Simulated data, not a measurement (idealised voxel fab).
Proc. module: voxel tone inversion
FYI the section here is cut, 175 nm wide, cells are 5 nm squares.
Square cells in a grid make up a cross-section in this document, and the grid is given as bands, listed from the top down, each one or more rows of cells. Each band's line starts with the height of the band's top and of its bottom, in nm. Then come its materials from left to right, each with its width in nm. One material with "all across" fills the band from edge to edge. "empty" is empty space. All heights in this document are referenced to 0, defined as the level beneath which the wafer, as received, consists entirely of one material. The lowest band is not bounded below; it extends indefinitely downward and is written in the form "top 0, no bottom". It should be noted that a width expressed as "30 to 40" varies in equal increments from row to row of cells within the band, taking the value of the first number at the top row and that of the second number at the bottom row. A step reported as "no change occurred" is a step in which no cell of the cross-section changed. "Listed closed voids" means: voids of 8 cells or more that are shut off from the top with no open way through. Written width x height at distance, distance from the left edge, in nm. It should be noted that, on the line of a given step, the content following the step's settings is a remark produced by the simulator itself with respect to that step. The optional step-line setting "overlay nm" applies to steps with a mask and quantifies how far to the right of its planned location the mask lay, a negative value indicating leftward placement.
-- The following list gives the planned process steps
- 1: RECEIVE | material Si
- 2: CONFORMAL_DEP | material SiCN | thk nm 5
- 3: DIRECTIONAL_DEP | material aC | thk nm 25
- 4: PATTERN | tone cover | mask id POSTS | material resist | width nm 25 | pitch nm 55 | thk nm 35 | overlay nm 0
- 5: DIRECTIONAL_ETCH | etch materials aC | depth nm 25
- 6: STRIP | etch materials resist
- 7: FILL_DEP | material SiO2 | thk nm 5
- 8: CMP | height nm 30
- 9: STRIP | etch materials aC
-- Cross-section of the wafer upon arrival, representing the state reached after step 1
	top 0, no bottom | Si all across
	Listed closed voids: none
-- Cross-sectional view of the first of the two wafers upon completion of the module, processed in accordance with the plan
	top 30, bottom 5 | 20 SiO2 / 25 empty / 30 SiO2 / 25 empty / 30 SiO2 / 25 empty / 20 SiO2
	top 5, bottom 0 | SiCN all across
	top 0, no bottom | Si all across
	Listed closed voids: none
-- Second wafer through the module, sectioned at the end: same beginning and same plan as the first wafer, with one mistake in carrying it out
	top 30, bottom 5 | 20 empty / 25 SiO2 / 30 empty / 25 SiO2 / 30 empty / 25 SiO2 / 20 empty
	top 5, bottom 0 | SiCN all across
	top 0, no bottom | Si all across
	Listed closed voids: none
It is concluded that the wafer was processed incorrectly with respect to the plan, in that it should be noted that step 4 was executed with settings other than those planned, the operation and settings actually applied being PATTERN | tone open | mask id POSTS | material resist | width nm 25 | pitch nm 55 | thk nm 35 | overlay nm 0
Per the end-of-run cell counts, the second wafer holds more or fewer of some materials than the first: SiO2: 25 fewer
